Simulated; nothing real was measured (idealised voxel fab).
You're looking at the process module voxel wiring stack.
The cross-section on display is named cut; it measures 200 nm wide, and its cells are 5 nm squares.
A cross-section is a grid of square cells, given in bands from the top down. A band is one or more rows of cells.
Band entry format. Leading values: height of top, height of bottom, nm. Remainder: materials in left-to-right order, each with its width in nm. Special words: "edge to edge" on a single material, which then fills the band edge to edge; "blank", empty space.
Beneath 0, the wafer as received is one material, and that level is where height counting begins. The lowest band goes on downward without a bottom; it is written like "0 and below".
When a width is written as two numbers, as in "30..40", the first number is the width in the top row of cells of the band and the second is the width in its bottom row, and the width changes by the same amount from each row to the next.
What does "remained unchanged" mean for a step? It means no cell of the cross-section changed in that step.
Heads up: "Completely enclosed voids" only lists the empty pockets with no open path to the top that are 8 cells or more, and it writes them as width x height at distance, distance from the left edge, in nm.
after a step's settings: what the simulator itself notes on the step
Steps that use a mask can have "overlay nm" on their line. It says how far the mask sat to the right of where it was meant to be. Negative means to the left.

The following list gives the planned process steps
1: RECEIVE (material Si)
2: CONFORMAL_DEP (material SiO2; thk nm 10)
3: DIRECTIONAL_DEP (material TiN; thk nm 5)
4: DIRECTIONAL_DEP (material W; thk nm 25)
5: DIRECTIONAL_DEP (material aC; thk nm 15)
6: PATTERN (tone cover; mask id METAL_1; material resist; width nm 20; pitch nm 40; thk nm 35; overlay nm 0)
7: DIRECTIONAL_ETCH (etch materials aC; depth nm 15)
8: STRIP (etch materials resist)
9: DIRECTIONAL_ETCH (etch materials W; depth nm 25)
10: DIRECTIONAL_ETCH (etch materials TiN; depth nm 5)
11: STRIP (etch materials aC)
12: FILL_DEP (material lowk; thk nm 5)
13: CMP (height nm 40)
14: CONFORMAL_DEP (material SiCN; thk nm 5)
15: DIRECTIONAL_DEP (material lowk; thk nm 10)
16: DIRECTIONAL_DEP (material aC; thk nm 15)
17: PATTERN (tone open; mask id PLUG_1; material resist; width nm 15; pitch nm 40; thk nm 35; overlay nm 0)
18: DIRECTIONAL_ETCH (etch materials aC; depth nm 15)
19: STRIP (etch materials resist)
20: DIRECTIONAL_ETCH (etch materials lowk; depth nm 10)
21: DIRECTIONAL_ETCH (etch materials SiCN; depth nm 5)
22: STRIP (etch materials aC)
23: EPI (material Ru; thk nm 10)
24: EPI (material Ru; thk nm 5)
25: CONFORMAL_DEP (material SiN; thk nm 5)
26: DIRECTIONAL_DEP (material SiO2; thk nm 15)
27: MASKED_ETCH (tone open; mask id METAL_2; width nm 20; pitch nm 40; etch materials SiO2; depth nm 15; overlay nm 0)
28: MASKED_ETCH (tone open; mask id METAL_2; width nm 20; pitch nm 40; etch materials SiN; depth nm 5; overlay nm 0)
29: CONFORMAL_DEP (material TiN; thk nm 5)
30: FILL_DEP (material W; thk nm 5)
31: CMP (height nm 75)
32: EPI (material Ru; thk nm 5)
33: FILL_DEP (material SiCN; thk nm 5)
34: DIRECTIONAL_DEP (material SiO2; thk nm 15)
35: DIRECTIONAL_DEP (material aC; thk nm 10)
36: PATTERN (tone open; mask id PLUG_2; material resist; width nm 15; pitch nm 40; thk nm 25; overlay nm 0)
37: DIRECTIONAL_ETCH (etch materials aC; depth nm 10)
38: STRIP (etch materials resist)
39: DIRECTIONAL_ETCH (etch materials SiO2; depth nm 15)
40: DIRECTIONAL_ETCH (etch materials SiCN; depth nm 5)
41: STRIP (etch materials aC)
42: EPI (material Ru; thk nm 10)
43: EPI (material Ru; thk nm 10)
44: DIRECTIONAL_DEP (material TiN; thk nm 5)
45: DIRECTIONAL_DEP (material W; thk nm 15)
46: MASKED_ETCH (tone cover; mask id METAL_3; width nm 20; pitch nm 40; etch materials W; depth nm 15; overlay nm 0)
47: MASKED_ETCH (tone cover; mask id METAL_3; width nm 20; pitch nm 40; etch materials TiN; depth nm 5; overlay nm 0)
48: FILL_DEP (material SiO2; thk nm 10)
49: CMP (height nm 120)
50: CONFORMAL_DEP (material SiN; thk nm 5)

Here's what the wafer looked like in cross-section when it arrived - that's after step 1
    0 and below  Si edge to edge
    Completely enclosed voids: none

Final cross-section, module run with one mistake (start and plan as above)
    125 down to 120  SiN edge to edge
    120 down to 105  SiO2 50 nm, then W 20 nm, then SiO2 20 nm, then W 20 nm, then SiO2 20 nm, then W 20 nm, then SiO2 50 nm
    105 down to 100  SiO2 50 nm, then TiN 20 nm, then SiO2 20 nm, then TiN 20 nm, then SiO2 20 nm, then TiN 20 nm, then SiO2 50 nm
    100 down to 85  SiO2 50 nm, then Ru 15 nm, then SiO2 25 nm, then Ru 15 nm, then SiO2 25 nm, then Ru 15 nm, then SiO2 55 nm
    85 down to 75  SiCN 50..45 nm, then Ru 15..30 nm, then SiCN 25..10 nm, then Ru 15..30 nm, then SiCN 25..10 nm, then Ru 15..30 nm, then SiCN 55..45 nm
    75 down to 60  SiO2 50 nm, then TiN 5 nm, then W 10 nm, then TiN 5 nm, then SiO2 20 nm, then TiN 5 nm, then W 10 nm, then TiN 5 nm, then SiO2 20 nm, then TiN 5 nm, then W 10 nm, then TiN 5 nm, then SiO2 50 nm
    60 down to 55  SiN 50 nm, then TiN 20 nm, then SiN 20 nm, then TiN 20 nm, then SiN 20 nm, then TiN 20 nm, then SiN 50 nm
    55 down to 45  lowk 50 nm, then Ru 15 nm, then lowk 25 nm, then Ru 15 nm, then lowk 25 nm, then Ru 15 nm, then lowk 55 nm
    45 down to 40  SiCN 50 nm, then Ru 15 nm, then SiCN 25 nm, then Ru 15 nm, then SiCN 25 nm, then Ru 15 nm, then SiCN 55 nm
    40 down to 20  lowk 50 nm, then W 20 nm, then lowk 20 nm, then W 20 nm, then lowk 20 nm, then W 20 nm, then lowk 50 nm
    20 down to 15  lowk 50 nm, then TiN 20 nm, then lowk 20 nm, then TiN 20 nm, then lowk 20 nm, then TiN 20 nm, then lowk 50 nm
    15 down to 0  SiO2 edge to edge
    0 and below  Si edge to edge
    Completely enclosed voids: none
Misprocessing identified: so step 2 ended up running with a different setting than we planned, it ran as CONFORMAL_DEP (material SiO2; thk nm 15)
